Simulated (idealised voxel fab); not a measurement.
Presented below is a process module, voxel transistor to metal.
Section cut is 155 nm wide and gridded with 5 nm square cells.
For the purposes of this document, a cross-section shall be understood as a grid of square cells, specified as bands listed in top-to-bottom order, each band consisting of one or more rows of cells.
A band entry consists of two parts. The first gives the height of the band's top and the height of its bottom, in nm. The rest lists the band's materials from left to right, each with its width in nm. A single material labelled with the word "full width" fills the band from edge to edge, and the word "air" marks empty space.
Height reference: 0 = level under which incoming wafer is all one material. Lowest band: no bottom, runs on downward, e.g. "0..down".
Read "30->40" as a graded width: first number on top, second number at the bottom, same change between each pair of neighbouring rows.
It should be understood that the words "no change", when stated for a given step, signify that the cross-section underwent no change in any of its cells during that step.
"Closed void roster" lists enclosed empty spaces (at least 8 cells, no open path upward to the top), each as width x height at distance from the left edge, in nm.
Where a step's line continues beyond its settings, the continuation is a remark by the simulator itself on that step.
The line of a step may include "overlay nm". On a step with a mask, this value is how far to the right of its planned place the mask lay. A negative value means the mask lay to the left.
## Set out below are the planned steps of the process
1) RECEIVE,material Si
2) CONFORMAL_DEP,material SiO2,thk nm 5
3) CONFORMAL_DEP,material SiN,thk nm 15
4) MASKED_ETCH,tone cover,mask id ACTIVE,width nm 95,etch materials SiN,depth nm 15,overlay nm 0
5) MASKED_ETCH,tone cover,mask id ACTIVE,width nm 95,etch materials SiO2,depth nm 5,overlay nm 0
6) MASKED_ETCH,tone cover,mask id ACTIVE,width nm 95,etch materials Si,depth nm 25,overlay nm 0
7) FILL_DEP,material SiO2,thk nm 5
8) CMP,height nm 20
9) SELECTIVE_ETCH,etch materials SiO2,depth nm 15
10) STRIP,etch materials SiN
11) SELECTIVE_ETCH,etch materials SiO2,depth nm 5
12) OXIDIZE,depth nm 5
13) DIRECTIONAL_DEP,material polySi,thk nm 20
14) DIRECTIONAL_DEP,material SiCN,thk nm 10
15) DIRECTIONAL_DEP,material aC,thk nm 10
16) PATTERN,tone cover,mask id GATE,material resist,width nm 25,thk nm 25,overlay nm 0
17) DIRECTIONAL_ETCH,etch materials aC,depth nm 10
18) STRIP,etch materials resist
19) DIRECTIONAL_ETCH,etch materials SiCN,depth nm 20
20) DIRECTIONAL_ETCH,etch materials polySi,depth nm 30
21) STRIP,etch materials aC
22) CONFORMAL_DEP,material SiO2,thk nm 5
23) DIRECTIONAL_ETCH,etch materials SiO2,depth nm 5
24) CONFORMAL_DEP,material SiN,thk nm 5
25) DIRECTIONAL_ETCH,etch materials SiN,depth nm 5
26) DIRECTIONAL_ETCH,etch materials SiO2,depth nm 5
27) EPI,material pSi,thk nm 5
28) FILL_DEP,material SiO2,thk nm 10
29) CMP,height nm 20
30) STRIP,etch materials polySi
31) SELECTIVE_ETCH,etch materials SiO2,depth nm 5
32) CONFORMAL_DEP,material HfO2,thk nm 5
33) CONFORMAL_DEP,material TiN,thk nm 5
34) FILL_DEP,material W,thk nm 5
35) CMP,height nm 15
36) DIRECTIONAL_DEP,material SiO2,thk nm 15
37) MASKED_ETCH,tone open,mask id CONTACT,width nm 15,pitch nm 70,etch materials SiO2,depth nm 30,overlay nm 0
38) CONFORMAL_DEP,material TiN,thk nm 5
39) FILL_DEP,material Ru,thk nm 5
40) CMP,height nm 30
41) DIRECTIONAL_DEP,material TiN,thk nm 5
42) DIRECTIONAL_DEP,material W,thk nm 15
43) PATTERN,tone cover,mask id METAL_1,material resist,width nm 15,pitch nm 70,thk nm 15,overlay nm 0
44) DIRECTIONAL_ETCH,etch materials W,depth nm 15
45) DIRECTIONAL_ETCH,etch materials TiN,depth nm 5
46) STRIP,etch materials resist
47) CONFORMAL_DEP,material SiCN,thk nm 5
48) FILL_DEP,material SiO2,thk nm 5
49) CMP,height nm 50
50) CONFORMAL_DEP,material SiCN,thk nm 5
51) DIRECTIONAL_DEP,material SiO2,thk nm 35
52) PATTERN,tone open,mask id METAL_2,material resist,width nm 15,pitch nm 70,thk nm 20,overlay nm 0
53) DIRECTIONAL_ETCH,etch materials SiO2,depth nm 20
54) STRIP,etch materials resist
55) PATTERN,tone open,mask id METAL_2_HOLES,material resist,width nm 15,pitch nm 70,thk nm 15,overlay nm 0
56) DIRECTIONAL_ETCH,etch materials SiO2,depth nm 15
57) DIRECTIONAL_ETCH,etch materials SiCN,depth nm 5
58) STRIP,etch materials resist
59) CONFORMAL_DEP,material TiN,thk nm 5
60) FILL_DEP,material Ru,thk nm 5
61) CMP,height nm 90
62) CONFORMAL_DEP,material SiCN,thk nm 5
## Incoming wafer in cross-section (state: after step 1)
    0..down | Si full width
    Closed void roster: none
## Cross-section, end of module. Start: as above. Plan: as above. Execution: one mistake
    95..90 | SiCN full width
    90..55 | 35 nm SiO2  5 nm TiN  5 nm Ru  5 nm TiN  55 nm SiO2  5 nm TiN  5 nm Ru  5 nm TiN  35 nm SiO2
    55..50 | 35 nm SiCN  15 nm TiN  55 nm SiCN  15 nm TiN  35 nm SiCN
    50..35 | 30 nm SiO2  5 nm SiCN  15 nm W  5 nm SiCN  45 nm SiO2  5 nm SiCN  15 nm W  5 nm SiCN  30 nm SiO2
    35..30 | 35 nm SiCN  15 nm TiN  55 nm SiCN  15 nm TiN  35 nm SiCN
    30..15 | 35 nm SiO2  5 nm TiN  5 nm Ru  5 nm TiN  55 nm SiO2  5 nm TiN  5 nm Ru  5 nm TiN  35 nm SiO2
    15..10 | 35 nm SiO2  15 nm TiN  5 nm SiO2  5 nm SiN  5 nm HfO2  25 nm TiN  5 nm HfO2  5 nm SiN  5 nm SiO2  15 nm TiN  35 nm SiO2
    10..5 | 35 nm SiO2  5 nm SiN  10 nm TiN  10 nm SiO2  35 nm HfO2  10 nm SiO2  10 nm TiN  5 nm SiN  35 nm SiO2
    5..0 | 35 nm SiO2  5 nm SiN  10 nm TiN  55 nm SiO2  10 nm TiN  5 nm SiN  35 nm SiO2
    0..-5 | 35 nm pSi  15 nm SiO2  55 nm Si  15 nm SiO2  35 nm pSi
    -5..down | Si full width
    Closed void roster: none
Heads up, the wafer didn't run the way we planned it: not per plan at step 2, really ran CONFORMAL_DEP,material SiO2,thk nm 15
